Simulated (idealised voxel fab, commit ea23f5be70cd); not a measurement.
Name of the process module below: voxel gate over fins
Cross-section cut: width 200 nm, square cells of 5 nm.
Think of the cross-section as a grid of square cells. We describe it in bands, top to bottom, and each band covers one or more rows of those cells.
A band entry consists of two parts. The first gives the height of the band's top and the height of its bottom, in nm. The rest lists the band's materials from left to right, each with its width in nm. A single material labelled with the word "throughout" fills the band from edge to edge, and the word "air" marks empty space.
It should be noted that heights are counted from 0, beneath which the wafer as supplied is of one material throughout, and that the lowest band possesses no lower boundary but continues downward, as written in "0 -> down".
When a width is written as two numbers, as in "30..40", the first number is the width in the top row of cells of the band and the second is the width in its bottom row, and the width changes by the same amount from each row to the next.
"remains unaltered" (step): cross-section cells unchanged, all of them.
For the entry "Enclosed cavities", the listed items are empty spaces with no open way to the top whose size is 8 cells or more; each item follows the pattern width x height at distance, where distance is from the left edge and all three are in nm.
Anything after a step's settings on that line? It's the simulator's own note about the step.
"overlay nm" answers the question of how far to the right of plan the mask lay on a step that has a mask, and when it is negative the answer is to the left.
**Planned process steps**
1,RECEIVE (material Si)
2,CONFORMAL_DEP (material SiN; thk nm 10)
3,PATTERN (tone cover; mask id FINS; material resist; width nm 15; pitch nm 60; thk nm 15; overlay nm 0)
4,DIRECTIONAL_ETCH (etch materials SiN; depth nm 10)
5,DIRECTIONAL_ETCH (etch materials Si; depth nm 35)
6,STRIP (etch materials resist)
7,FILL_DEP (material SiO2; thk nm 5)
8,CMP (height nm 10)
9,DIRECTIONAL_DEP (material aC; thk nm 15)
10,PATTERN (tone open; mask id RAIL; material resist; width nm 15; thk nm 30; overlay nm 0)
11,DIRECTIONAL_ETCH (etch materials aC; depth nm 15)
12,STRIP (etch materials resist)
13,DIRECTIONAL_ETCH (etch materials SiO2; depth nm 40)
14,STRIP (etch materials aC)
15,CONFORMAL_DEP (material TiN; thk nm 5)
16,FILL_DEP (material W; thk nm 5)
17,CMP (height nm 5)
18,SELECTIVE_ETCH (etch materials W Ru TiN; depth nm 30)
19,FILL_DEP (material SiO2; thk nm 5)
20,CMP (height nm 10)
21,SELECTIVE_ETCH (etch materials SiO2; depth nm 25)
22,STRIP (etch materials SiN)
23,CONFORMAL_DEP (material HfO2; thk nm 5)
24,CONFORMAL_DEP (material TiN; thk nm 5)
25,CONFORMAL_DEP (material TiAl; thk nm 5)
26,CONFORMAL_DEP (material TiN; thk nm 5)
27,FILL_DEP (material W; thk nm 15)
28,CMP (height nm 30)
29,CONFORMAL_DEP (material SiCN; thk nm 5)
Among the wafers covered here, the point of difference is the height nm at step 17; their starting state is shared, and the plan presents the value of the first wafer.
**First wafer of several, as received: cross-section after step 1**
  0 -> down  Si throughout
  Enclosed cavities: none
**The table below has one row for each wafer; a row shows, as of the end of the module, how many cells of each material the wafer has gained, marked (+), or lost, marked (-), since it was received, and then the wafer's closed voids**
height nm 5; +52 HfO2; -238 Si; +40 SiCN; +133 SiO2; +52 TiAl; +107 TiN; +134 W; Enclosed cavities: none
height nm 10; +52 HfO2; -238 Si; +40 SiCN; +130 SiO2; +52 TiAl; +109 TiN; +135 W; Enclosed cavities: none
height nm 15; +52 HfO2; -238 Si; +40 SiCN; +127 SiO2; +52 TiAl; +111 TiN; +136 W; Enclosed cavities: none
height nm 20; +54 HfO2; -238 Si; +40 SiCN; +127 SiO2; +50 TiAl; +111 TiN; +136 W; Enclosed cavities: none
